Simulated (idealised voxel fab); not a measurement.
You're looking at the process module voxel transistor to metal.
The width of the displayed cross-section, cut, is 165 nm; its cells are square, with a size of 5 nm.
For the purposes of this document, a cross-section shall be understood as a grid of square cells, specified as bands listed in top-to-bottom order, each band consisting of one or more rows of cells. First you get the band's top height and its bottom height, in nm, and then the materials it's made of, left to right, with each width in nm. If you see a single material with "all across", that one covers the band edge to edge. "blank" is empty space. Height 0 is the level under which the wafer as received is all one material. The lowest band goes on downwards, as in "from 0 down". It should be noted that a width expressed as "30..40" varies in equal increments from row to row of cells within the band, taking the value of the first number at the top row and that of the second number at the bottom row. Where the words "changes: none" appear for a step, the cross-section shows no cell changed by that step; every cell remained as before. Entry "Trapped void list" = empty spaces >= 8 cells with no open way to the top; each as width x height at distance, distance from left edge, all nm. Step line, after settings: the simulator's comment on this step. The setting "overlay nm" may be written on the line of a step. When the step uses a mask, the value reports how far to the right of the planned place the mask lay, and a negative value reports that it lay to the left.

## The planned process steps are enumerated hereunder
1,op RECEIVE | material Si
2,op CONFORMAL_DEP | material SiO2 | thk nm 5
3,op CONFORMAL_DEP | material SiN | thk nm 15
4,op MASKED_ETCH | tone cover | mask id ACTIVE | width nm 115 | etch materials SiN | depth nm 15 | overlay nm 0
5,op MASKED_ETCH | tone cover | mask id ACTIVE | width nm 115 | etch materials SiO2 | depth nm 5 | overlay nm 0
6,op MASKED_ETCH | tone cover | mask id ACTIVE | width nm 115 | etch materials Si | depth nm 20 | overlay nm 0
7,op FILL_DEP | material SiO2 | thk nm 15
8,op CMP | height nm 20
9,op SELECTIVE_ETCH | etch materials SiO2 | depth nm 5
10,op STRIP | etch materials SiN
11,op SELECTIVE_ETCH | etch materials SiO2 | depth nm 5
12,op OXIDIZE | depth nm 5
13,op DIRECTIONAL_DEP | material polySi | thk nm 25
14,op DIRECTIONAL_DEP | material SiCN | thk nm 10
15,op MASKED_ETCH | tone cover | mask id GATE | width nm 15 | etch materials SiCN | depth nm 20 | overlay nm 0
16,op MASKED_ETCH | tone cover | mask id GATE | width nm 15 | etch materials polySi | depth nm 35 | overlay nm 0
17,op CONFORMAL_DEP | material SiO2 | thk nm 5
18,op DIRECTIONAL_ETCH | etch materials SiO2 | depth nm 5
19,op CONFORMAL_DEP | material SiN | thk nm 10
20,op DIRECTIONAL_ETCH | etch materials SiN | depth nm 10
21,op DIRECTIONAL_ETCH | etch materials SiO2 | depth nm 5
22,op DIRECTIONAL_ETCH | etch materials Si | depth nm 5
23,op EPI | material nSi | thk nm 10
24,op FILL_DEP | material SiO2 | thk nm 10
25,op CMP | height nm 35
26,op DIRECTIONAL_DEP | material SiO2 | thk nm 15
27,op PATTERN | tone open | mask id CONTACT | material resist | width nm 20 | pitch nm 75 | thk nm 20 | overlay nm 0
28,op DIRECTIONAL_ETCH | etch materials SiO2 | depth nm 50
29,op STRIP | etch materials resist
30,op CONFORMAL_DEP | material TiN | thk nm 5
31,op FILL_DEP | material Ru | thk nm 10
32,op CMP | height nm 50
33,op CONFORMAL_DEP | material SiN | thk nm 5
34,op DIRECTIONAL_DEP | material lowk | thk nm 15
35,op PATTERN | tone open | mask id METAL_1 | material resist | width nm 20 | pitch nm 75 | thk nm 15 | overlay nm 0
36,op DIRECTIONAL_ETCH | etch materials lowk | depth nm 15
37,op DIRECTIONAL_ETCH | etch materials SiN | depth nm 5
38,op STRIP | etch materials resist
39,op CONFORMAL_DEP | material TiN | thk nm 5
40,op FILL_DEP | material Ru | thk nm 5
41,op CMP | height nm 70
42,op CONFORMAL_DEP | material SiCN | thk nm 5
43,op DIRECTIONAL_DEP | material lowk | thk nm 25
44,op MASKED_ETCH | tone open | mask id METAL_2_HOLES | width nm 15 | pitch nm 75 | etch materials lowk | depth nm 25 | overlay nm 0
45,op DIRECTIONAL_DEP | material aC | thk nm 10
46,op PATTERN | tone open | mask id METAL_2 | material resist | width nm 20 | pitch nm 75 | thk nm 25 | overlay nm 0
47,op DIRECTIONAL_ETCH | etch materials aC | depth nm 10
48,op STRIP | etch materials resist
49,op DIRECTIONAL_ETCH | etch materials lowk | depth nm 15
50,op DIRECTIONAL_ETCH | etch materials SiCN | depth nm 5
51,op STRIP | etch materials aC
52,op CONFORMAL_DEP | material TiN | thk nm 5
53,op FILL_DEP | material Ru | thk nm 10
54,op CMP | height nm 100
55,op CONFORMAL_DEP | material SiCN | thk nm 5

## As-received state of the wafer in cross-section, equivalent to post-step 1
  from 0 down: Si all across
  Trapped void list: none

## Cross-sectional image of the first of two wafers at the end of the module, the run having proceeded as planned
  from 105 to 100: SiCN all across
  from 100 to 90: lowk=35, TiN=5, Ru=10, TiN=5, lowk=55, TiN=5, Ru=10, TiN=5, lowk=35
  from 90 to 85: lowk=35, TiN=5, Ru=5, TiN=10, lowk=55, TiN=5, Ru=5, TiN=10, lowk=35
  from 85 to 75: lowk=35, TiN=5, Ru=5, TiN=5, lowk=60, TiN=5, Ru=5, TiN=5, lowk=40
  from 75 to 70: SiCN=35, TiN=15, SiCN=60, TiN=15, SiCN=40
  from 70 to 55: lowk=35, TiN=5, Ru=10, TiN=5, lowk=55, TiN=5, Ru=10, TiN=5, lowk=35
  from 55 to 50: SiN=35, TiN=20, SiN=55, TiN=20, SiN=35
  from 50 to 35: SiO2=35, TiN=5, Ru=10, TiN=5, SiO2=55, TiN=5, Ru=10, TiN=5, SiO2=35
  from 35 to 25: SiO2=35, TiN=5, Ru=10, TiN=5, SiO2=5, SiN=10, SiO2=5, SiCN=15, SiO2=5, SiN=10, SiO2=5, TiN=5, Ru=10, TiN=5, SiO2=35
  from 25 to 10: SiO2=35, TiN=5, Ru=10, TiN=5, SiO2=5, SiN=10, SiO2=5, polySi=15, SiO2=5, SiN=10, SiO2=5, TiN=5, Ru=10, TiN=5, SiO2=35
  from 10 to 5: SiO2=25, SiN=10, TiN=20, SiO2=5, SiN=10, SiO2=5, polySi=15, SiO2=5, SiN=10, SiO2=5, TiN=20, SiN=10, SiO2=25
  from 5 to 0: SiO2=25, SiN=10, nSi=10, TiN=5, nSi=10, SiN=10, SiO2=5, polySi=15, SiO2=5, SiN=10, nSi=10, TiN=5, nSi=10, SiN=10, SiO2=25
  from 0 to -5: SiO2=35, nSi=25, SiO2=45, nSi=25, SiO2=35
  from -5 to -10: SiO2=25, Si=10, nSi=25, Si=45, nSi=25, Si=10, SiO2=25
  from -10 to -20: SiO2=25, Si=115, SiO2=25
  from -20 down: Si all across
  Trapped void list: none

## second wafer at the end: like start, like plan, one mistake
  from 105 to 100: SiCN all across
  from 100 to 90: lowk=35, TiN=5, Ru=10, TiN=5, lowk=55, TiN=5, Ru=10, TiN=5, lowk=35
  from 90 to 85: lowk=35, TiN=5, Ru=5, TiN=10, lowk=55, TiN=5, Ru=5, TiN=10, lowk=35
  from 85 to 75: lowk=35, TiN=5, Ru=5, TiN=5, lowk=60, TiN=5, Ru=5, TiN=5, lowk=40
  from 75 to 70: SiCN=35, TiN=15, SiCN=60, TiN=15, SiCN=40
  from 70 to 55: lowk=35, TiN=5, Ru=10, TiN=5, lowk=55, TiN=5, Ru=10, TiN=5, lowk=35
  from 55 to 50: SiN=35, TiN=20, SiN=55, TiN=20, SiN=35
  from 50 to 35: SiO2=35, TiN=5, Ru=10, TiN=5, SiO2=55, TiN=5, Ru=10, TiN=5, SiO2=35
  from 35 to 25: SiO2=35, TiN=5, Ru=10, TiN=5, SiO2=5, SiN=10, SiO2=5, polySi=15, SiO2=5, SiN=10, SiO2=5, TiN=5, Ru=10, TiN=5, SiO2=35
  from 25 to 20: SiO2=35, TiN=20, SiO2=55, TiN=20, SiO2=35
  from 20 to 5: SiO2=25, SiN=115, SiO2=25
  from 5 to 0: SiO2 all across
  from 0 to -20: SiO2=25, Si=115, SiO2=25
  from -20 down: Si all across
  Trapped void list: none
Nonconformance to the process plan: not run: step 8 of the plan (skipped)
End of process, cell counts, second wafer against first, materials with more or fewer: -12 Ru | +33 Si | -6 SiCN | +41 SiN | -5 SiO2 | -14 TiN | -28 nSi | -9 polySi
